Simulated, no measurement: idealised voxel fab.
process module | voxel self aligned vias
cross-section cut | 235 nm wide | cells 5 nm
A cross-section is a grid of square cells, given in bands from the top down. A band is one or more rows of cells.
Each band's line starts with the height of the band's top and of its bottom, in nm. Then come its materials from left to right, each with its width in nm. One material with "throughout" fills the band from edge to edge. "air" is empty space.
Height 0 is the level under which the wafer as received is all one material. The lowest band goes on downwards, as in "0 down".
A width such as "30 to 40" changes by the same amount from each row of cells to the next, from the band's top row to its bottom row.
"no change" after a step means that no cell of the cross-section changed.
closed voids: empty space of 8 cells or more with no open way to the top, each as width x height at its distance from the left edge, in nm
after a step's settings: what the simulator itself notes on the step
overlay nm, on a step with a mask: how far to the right of its planned place the mask lay; to the left if negative
plan
1 op RECEIVE | material Si
2 op CONFORMAL_DEP | material SiO2 | thk nm 10
3 op CONFORMAL_DEP | material SiCN | thk nm 5
4 op DIRECTIONAL_DEP | material lowk | thk nm 20
5 op PATTERN | tone open | mask id LINES | material resist | width nm 15 | pitch nm 60 | thk nm 20 | overlay nm 0
6 op DIRECTIONAL_ETCH | etch materials lowk | depth nm 20
7 op STRIP | etch materials resist
8 op CONFORMAL_DEP | material TiN | thk nm 5
9 op FILL_DEP | material W | thk nm 5
10 op CMP | height nm 35
11 op SELECTIVE_ETCH | etch materials W Ru TiN | depth nm 10
12 op FILL_DEP | material SiN | thk nm 10
13 op CMP | height nm 35
14 op DIRECTIONAL_DEP | material lowk | thk nm 15
15 op PATTERN | tone open | mask id VIAS | material resist | width nm 40 | pitch nm 60 | thk nm 20 | overlay nm 0
16 op DIRECTIONAL_ETCH | etch materials lowk | depth nm 15
17 op DIRECTIONAL_ETCH | etch materials SiN | depth nm 10
18 op STRIP | etch materials resist
19 op CONFORMAL_DEP | material TiN | thk nm 5
20 op FILL_DEP | material W | thk nm 5
21 op CMP | height nm 50
22 op CONFORMAL_DEP | material SiCN | thk nm 5
varied across the wafers: width nm of step 5. The plan shows the first wafer's value. All wafers start alike
first wafer as received, after step 1
  0 down: Si throughout
  closed voids: none
each wafer at the end: cells of each material gained (+) or lost (-) since it was received, then its closed voids
width nm 15 | +94 SiCN | +94 SiO2 | +63 TiN | +45 W | +221 lowk | closed voids: none
width nm 20 | +94 SiCN | +94 SiO2 | +66 TiN | +54 W | +209 lowk | closed voids: none
width nm 25 | +94 SiCN | +94 SiO2 | +69 TiN | +63 W | +197 lowk | closed voids: none
width nm 30 | +94 SiCN | +94 SiO2 | +72 TiN | +72 W | +185 lowk | closed voids: none
width nm 35 | +94 SiCN | +94 SiO2 | +75 TiN | +81 W | +173 lowk | closed voids: none
